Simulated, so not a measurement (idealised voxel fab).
Name of the process module below: voxel trench capacitor
This is section cut - it's 255 nm across, gridded in 5 nm square cells.
The cross-sections in this document take the form of a grid made of square cells. They are written out as bands, in order from top to bottom. Each band consists of one or more rows of cells.
Basically the band line says how high the top is and how high the bottom is, in nm, and then what's in it from left to right, every material with its width in nm. Empty space shows up as "blank", and if a single material carries "edge to edge" it runs the full band edge to edge.
Zero point of the height axis is 0; under it, received wafer = one material. Lowest band: continues down indefinitely, "0 nm and below".
Note: "30->40" means the width goes from the first number (top row of the band) to the second number (bottom row) in equal steps per row of cells.
Step note "no alterations made" = no cross-section cell changed.
Enclosed voids (no open way to top), threshold 8 cells or more, entry "Completely sealed voids", notation width x height at distance, distance from left edge, nm.
Formally, on a step line, whatever follows the settings is a remark that the simulator itself makes on the step.
A step's line can hold "overlay nm"; with a mask on that step, the setting says how far right of the planned place the mask lay, while a negative setting says it lay to the left.

# These are the steps we planned for the process
1: RECEIVE,material Si
2: CONFORMAL_DEP,material SiN,thk nm 5
3: PATTERN,tone open,mask id TRENCH,material resist,width nm 25,pitch nm 40,thk nm 20,overlay nm 0
4: DIRECTIONAL_ETCH,etch materials SiN,depth nm 5
5: DIRECTIONAL_ETCH,etch materials Si,depth nm 30
6: STRIP,etch materials resist
7: CONFORMAL_DEP,material HfO2,thk nm 5
8: CONFORMAL_DEP,material TiN,thk nm 5
9: FILL_DEP,material W,thk nm 5
10: CMP,height nm 5

# Cross-section of the wafer as it came to us, i.e., already through step 1
> 0 nm and below | Si edge to edge
> Completely sealed voids: none

# Module complete, cross-section. Starting point and plan per above. One mistake made in running the module
> 5 nm to 0 nm | SiN (95) / TiN (5) / HfO2 (5) / W (5) / HfO2 (5) / TiN (5) / SiN (15) / TiN (5) / HfO2 (5) / W (5) / HfO2 (5) / TiN (5) / SiN (95)
> 0 nm to -20 nm | Si (95) / TiN (5) / HfO2 (5) / W (5) / HfO2 (5) / TiN (5) / Si (15) / TiN (5) / HfO2 (5) / W (5) / HfO2 (5) / TiN (5) / Si (95)
> -20 nm to -25 nm | Si (95) / TiN (5) / HfO2 (15) / TiN (5) / Si (15) / TiN (5) / HfO2 (15) / TiN (5) / Si (95)
> -25 nm to -30 nm | Si (95) / TiN (25) / Si (15) / TiN (25) / Si (95)
> -30 nm and below | Si edge to edge
> Completely sealed voids: none
Processing error: steps 7 and 8 run out of order (swapped)
